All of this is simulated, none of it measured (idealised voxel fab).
process module | voxel fin reveal
Xsec cut, 175 nm wide, square cell size 5 nm.
Bands, listed from the top down, are how a cross-section gets written in this document; the cross-section itself is a grid of square cells, and a band is one or more rows of them.
Per band: top height and bottom height in nm, followed by the left-to-right materials and their widths in nm; "throughout" marks a single material spanning edge to edge, "empty" marks empty space.
Height reference: 0 = level under which incoming wafer is all one material. Lowest band: no bottom, runs on downward, e.g. "0 nm and below".
Per-row width for "30..40": begins at first number (top row of band), ends at second number (bottom row), increment between rows held constant.
You'll sometimes find "no alteration" written for a step, and that's the way of saying that nowhere in the cross-section did a cell change during that step.
For the entry "Enclosed void entries", the listed items are empty spaces with no open way to the top whose size is 8 cells or more; each item follows the pattern width x height at distance, where distance is from the left edge and all three are in nm.
What comes after the settings on a step's line is commentary from the simulator itself on that step.
overlay nm: how far to the right of its planned place the mask lay on this masked step (negative: to the left).

Plan:
| 1 | RECEIVE with material Si |
| 2 | CONFORMAL_DEP with material SiN, thk nm 5 |
| 3 | MASKED_ETCH with tone cover, mask id FINS, width nm 15, pitch nm 40, etch materials SiN, depth nm 5, overlay nm 0 |
| 4 | MASKED_ETCH with tone cover, mask id FINS, width nm 15, pitch nm 40, etch materials Si, depth nm 30, overlay nm 0 |
| 5 | FILL_DEP with material SiO2, thk nm 10 |
| 6 | CMP with height nm 5 |
| 7 | SELECTIVE_ETCH with etch materials SiO2, depth nm 25 |
| 8 | STRIP with etch materials SiN |

As received (post step 1): cross-section:
	0 nm and below = Si throughout
	Enclosed void entries: none

Post-module cross-section of the first of two wafers (run per plan):
	0 nm to -20 nm = empty: 40  Si: 15  empty: 25  Si: 15  empty: 25  Si: 15  empty: 40
	-20 nm to -30 nm = SiO2: 40  Si: 15  SiO2: 25  Si: 15  SiO2: 25  Si: 15  SiO2: 40
	-30 nm and below = Si throughout
	Enclosed void entries: none

The second wafer, shown in cross-section after the module: started the same way as the first and given the same plan, yet one mistake crept into how it was run:
	0 nm to -20 nm = empty: 40  Si: 15  empty: 25  Si: 15  empty: 25  Si: 15  empty: 40
	-20 nm to -25 nm = SiO2: 15  empty: 25  Si: 15  empty: 25  Si: 15  empty: 25  Si: 15  empty: 25  SiO2: 15
	-25 nm to -30 nm = SiO2: 40  Si: 15  SiO2: 25  Si: 15  SiO2: 25  Si: 15  SiO2: 40
	-30 nm and below = Si throughout
	Enclosed void entries: none
Heads up, the wafer didn't run the way we planned it: steps 7 and 8 run out of order (swapped)
Final wafer comparison in cells, second versus first, more or fewer per material: SiO2 -20
